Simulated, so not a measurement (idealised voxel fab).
Process module in this document: voxel trench capacitor
FYI the section here is cut, 255 nm wide, cells are 5 nm squares.
Cross-section = grid of square cells, listed top down in bands; band = one or more rows. What a band's entry tells you: where the top is and where the bottom is, as heights in nm, and after that what lies inside, material by material from left to right, each with its width in nm. Empty space is written as the word "empty", and a single material marked with the word "edge to edge" occupies the band from edge to edge. Height datum 0, below which the as-received substrate wafer is one material. Lowest band open at the bottom, running downward: "z 0 and below". You'd read "30..40" like this: the band's top row of cells is as wide as the first number, its bottom row is as wide as the second, and going down, every row changes width by the same amount as the row before did. Key: "no modifications" - step with no changed cell in the cross-section. Look at "Closed cavity list" for the closed voids: empty spaces with no open path to the top, sized 8 cells or up. Each is width x height at distance, distance from the left edge, all nm. Where a step's line continues beyond its settings, the continuation is a remark by the simulator itself on that step. What "overlay nm" on a step's line means: if the step has a mask, that mask lay this far to the right of its planned place, or, when the value is negative, to the left.

**List of planned process steps**
step 1: RECEIVE: material Si
step 2: CONFORMAL_DEP: material SiN, thk nm 5
step 3: DIRECTIONAL_DEP: material aC, thk nm 15
step 4: PATTERN: tone open, mask id TRENCH, material resist, width nm 20, pitch nm 45, thk nm 30, overlay nm 0
step 5: DIRECTIONAL_ETCH: etch materials aC, depth nm 15
step 6: STRIP: etch materials resist
step 7: DIRECTIONAL_ETCH: etch materials SiN, depth nm 5
step 8: DIRECTIONAL_ETCH: etch materials Si, depth nm 30
step 9: STRIP: etch materials aC
step 10: CONFORMAL_DEP: material Al2O3, thk nm 5
step 11: FILL_DEP: material polySi, thk nm 5
step 12: CMP: height nm 5

**Account of the first of two wafers, which was processed as intended**

**Received-state cross-section, reflecting completion of step 1**
  z 0 and below | Si edge to edge
  Closed cavity list: none

**Wafer xsec, post step 2**
  z 5 to 0 | SiN edge to edge
  Nothing below the height 0 has changed.

**Wafer xsec, post step 3**
  z 20 to 5 | aC edge to edge
  Nothing below the height 5 has changed.

**Wafer xsec, post step 4**
  z 50 to 20 | 95 nm resist / 20 nm empty / 25 nm resist / 20 nm empty / 95 nm resist
  Nothing below the height 20 has changed.

**Wafer xsec, post step 5**
  z 35 to 20 | 95 nm resist / 20 nm empty / 25 nm resist / 20 nm empty / 95 nm resist
  z 20 to 5 | 95 nm aC / 20 nm empty / 25 nm aC / 20 nm empty / 95 nm aC
  Nothing below the height 5 has changed.

**Wafer xsec, post step 6**
  z 20 to 5 | 95 nm aC / 20 nm empty / 25 nm aC / 20 nm empty / 95 nm aC
  Nothing below the height 5 has changed.

**Wafer xsec, post step 7**
  z 20 to 5 | 95 nm aC / 20 nm empty / 25 nm aC / 20 nm empty / 95 nm aC
  z 5 to 0 | 95 nm SiN / 20 nm empty / 25 nm SiN / 20 nm empty / 95 nm SiN
  Nothing below the height 0 has changed.

**Wafer xsec, post step 8**
  z 20 to 5 | 95 nm aC / 20 nm empty / 25 nm aC / 20 nm empty / 95 nm aC
  z 5 to 0 | 95 nm SiN / 20 nm empty / 25 nm SiN / 20 nm empty / 95 nm SiN
  z 0 to -30 | 95 nm Si / 20 nm empty / 25 nm Si / 20 nm empty / 95 nm Si
  Nothing below the height -30 has changed.

**Wafer xsec, post step 9**
  z 5 to 0 | 95 nm SiN / 20 nm empty / 25 nm SiN / 20 nm empty / 95 nm SiN
  Nothing below the height 0 has changed.

**Wafer xsec, post step 10**
  z 10 to 5 | 100 nm Al2O3 / 10 nm empty / 35 nm Al2O3 / 10 nm empty / 100 nm Al2O3
  z 5 to 0 | 95 nm SiN / 5 nm Al2O3 / 10 nm empty / 5 nm Al2O3 / 25 nm SiN / 5 nm Al2O3 / 10 nm empty / 5 nm Al2O3 / 95 nm SiN
  z 0 to -25 | 95 nm Si / 5 nm Al2O3 / 10 nm empty / 5 nm Al2O3 / 25 nm Si / 5 nm Al2O3 / 10 nm empty / 5 nm Al2O3 / 95 nm Si
  z -25 to -30 | 95 nm Si / 20 nm Al2O3 / 25 nm Si / 20 nm Al2O3 / 95 nm Si
  Nothing below the height -30 has changed.

**Wafer xsec, post step 11**
  z 15 to 10 | polySi edge to edge
  z 10 to 5 | 100 nm Al2O3 / 10 nm polySi / 35 nm Al2O3 / 10 nm polySi / 100 nm Al2O3
  z 5 to 0 | 95 nm SiN / 5 nm Al2O3 / 10 nm polySi / 5 nm Al2O3 / 25 nm SiN / 5 nm Al2O3 / 10 nm polySi / 5 nm Al2O3 / 95 nm SiN
  z 0 to -25 | 95 nm Si / 5 nm Al2O3 / 10 nm polySi / 5 nm Al2O3 / 25 nm Si / 5 nm Al2O3 / 10 nm polySi / 5 nm Al2O3 / 95 nm Si
  Nothing below the height -25 has changed.

**Wafer xsec, post step 12**
  z 5 to 0 | 95 nm SiN / 5 nm Al2O3 / 10 nm polySi / 5 nm Al2O3 / 25 nm SiN / 5 nm Al2O3 / 10 nm polySi / 5 nm Al2O3 / 95 nm SiN
  Nothing below the height 0 has changed.

**Second of two: same start, same plan, one run error; steps up to and including 8 match the first**

**At the planned end of step 9, the second wafer in cross-section**
  z 25 to 20 | 100 nm Al2O3 / 10 nm empty / 35 nm Al2O3 / 10 nm empty / 100 nm Al2O3
  z 20 to 5 | 95 nm aC / 5 nm Al2O3 / 10 nm empty / 5 nm Al2O3 / 25 nm aC / 5 nm Al2O3 / 10 nm empty / 5 nm Al2O3 / 95 nm aC
  z 5 to 0 | 95 nm SiN / 5 nm Al2O3 / 10 nm empty / 5 nm Al2O3 / 25 nm SiN / 5 nm Al2O3 / 10 nm empty / 5 nm Al2O3 / 95 nm SiN
  z 0 to -25 | 95 nm Si / 5 nm Al2O3 / 10 nm empty / 5 nm Al2O3 / 25 nm Si / 5 nm Al2O3 / 10 nm empty / 5 nm Al2O3 / 95 nm Si
  z -25 to -30 | 95 nm Si / 20 nm Al2O3 / 25 nm Si / 20 nm Al2O3 / 95 nm Si
  Nothing below the height -30 has changed.

At the planned end of step 10, the second wafer in cross-section: no modifications

**At the planned end of step 11, the second wafer in cross-section**
  z 30 to 25 | polySi edge to edge
  z 25 to 20 | 100 nm Al2O3 / 10 nm polySi / 35 nm Al2O3 / 10 nm polySi / 100 nm Al2O3
  z 20 to 5 | 95 nm aC / 5 nm Al2O3 / 10 nm polySi / 5 nm Al2O3 / 25 nm aC / 5 nm Al2O3 / 10 nm polySi / 5 nm Al2O3 / 95 nm aC
  z 5 to 0 | 95 nm SiN / 5 nm Al2O3 / 10 nm polySi / 5 nm Al2O3 / 25 nm SiN / 5 nm Al2O3 / 10 nm polySi / 5 nm Al2O3 / 95 nm SiN
  z 0 to -25 | 95 nm Si / 5 nm Al2O3 / 10 nm polySi / 5 nm Al2O3 / 25 nm Si / 5 nm Al2O3 / 10 nm polySi / 5 nm Al2O3 / 95 nm Si
  Nothing below the height -25 has changed.

**At the planned end of step 12, the second wafer in cross-section**
  z 5 to 0 | 95 nm SiN / 5 nm Al2O3 / 10 nm polySi / 5 nm Al2O3 / 25 nm SiN / 5 nm Al2O3 / 10 nm polySi / 5 nm Al2O3 / 95 nm SiN
  Nothing below the height 0 has changed.
Want to know what went wrong? steps 9 and 10 of the plan were run in the wrong order, each in the other's place
The two wafers wind up with the same cross-section at the end, so whatever this model computes is the same despite the mistake.
